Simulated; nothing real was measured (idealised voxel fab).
The name of this process module is voxel released beams.
Cross-section cut spans 230 nm and uses square cells 5 nm in size.
Just so we're on the same page, the cross-sections are grids of square cells, and they're listed out in bands top to bottom, each band one or more rows deep. Quick guide to a band line: top height, bottom height (nm) up front; then every material left to right with its width in nm. Only one material and it's marked "edge to edge"? Then it fills the band edge to edge. And "blank" just means empty space. Height datum 0, below which the as-received substrate wafer is one material. Lowest band open at the bottom, running downward: "0 down". You'd read "30->40" like this: the band's top row of cells is as wide as the first number, its bottom row is as wide as the second, and going down, every row changes width by the same amount as the row before did. Where the words "nothing got changed" appear for a step, the cross-section shows no cell changed by that step; every cell remained as before. Basically, "Enclosed void catalog" tells you about the enclosed voids: empty spaces with no open way to the top, 8 cells or bigger, each written width x height at distance, where distance is from the left edge, all in nm. It should be noted that, on the line of a given step, the content following the step's settings is a remark produced by the simulator itself with respect to that step. overlay nm: right-of-plan distance of the mask on a masked step; negative values mean left-of-plan.

Intended process steps
- 1: RECEIVE with material Si
- 2: CONFORMAL_DEP with material SiN, thk nm 10
- 3: DIRECTIONAL_DEP with material SiO2, thk nm 10
- 4: PATTERN with tone open, mask id ANCHOR, material resist, width nm 40, thk nm 15, overlay nm 0
- 5: DIRECTIONAL_ETCH with etch materials SiO2, depth nm 10
- 6: STRIP with etch materials resist
- 7: CONFORMAL_DEP with material polySi, thk nm 5
- 8: MASKED_ETCH with tone cover, mask id BEAM, width nm 100, etch materials polySi, depth nm 15, overlay nm 0
- 9: STRIP with etch materials SiO2
The thk nm used in step 7 is not the same on every wafer, whereas the starting condition is; the value printed in the plan is the first wafer's.

Received condition of the first of several wafers, sectioned: post-step 1
    0 down = Si edge to edge
    Enclosed void catalog: none

Post step 9, the closing step of the module: first of several wafers, cross-sectioned
    25 to 15 = blank=60->65  polySi=10->5  blank=30  polySi=60->5  blank=70->125
    15 to 10 = blank=65  polySi=40  blank=125
    10 to 0 = SiN edge to edge
    0 down = Si edge to edge
    Enclosed void catalog: none

Module end, final wafer: cross-section
    50 to 35 = blank=60  polySi=100  blank=70
    35 to 20 = polySi edge to edge
    20 to 10 = SiO2=65  polySi=40  SiO2=125
    10 to 0 = SiN edge to edge
    0 down = Si edge to edge
    Enclosed void catalog: none

Per-wafer rows below. For each material: cells gained (+) or lost (-) since the wafer was received, as of end of module. Then: closed voids
thk nm 5 | +92 SiN | +24 polySi | Enclosed void catalog: none
thk nm 10 | +92 SiN | +48 polySi | Enclosed void catalog: none
thk nm 15 | +92 SiN | +72 polySi | Enclosed void catalog: none
thk nm 20 | +92 SiN | +76 SiO2 | +122 polySi | Enclosed void catalog: none
thk nm 25 | +92 SiN | +76 SiO2 | +168 polySi | Enclosed void catalog: none
thk nm 30 | +92 SiN | +76 SiO2 | +214 polySi | Enclosed void catalog: none
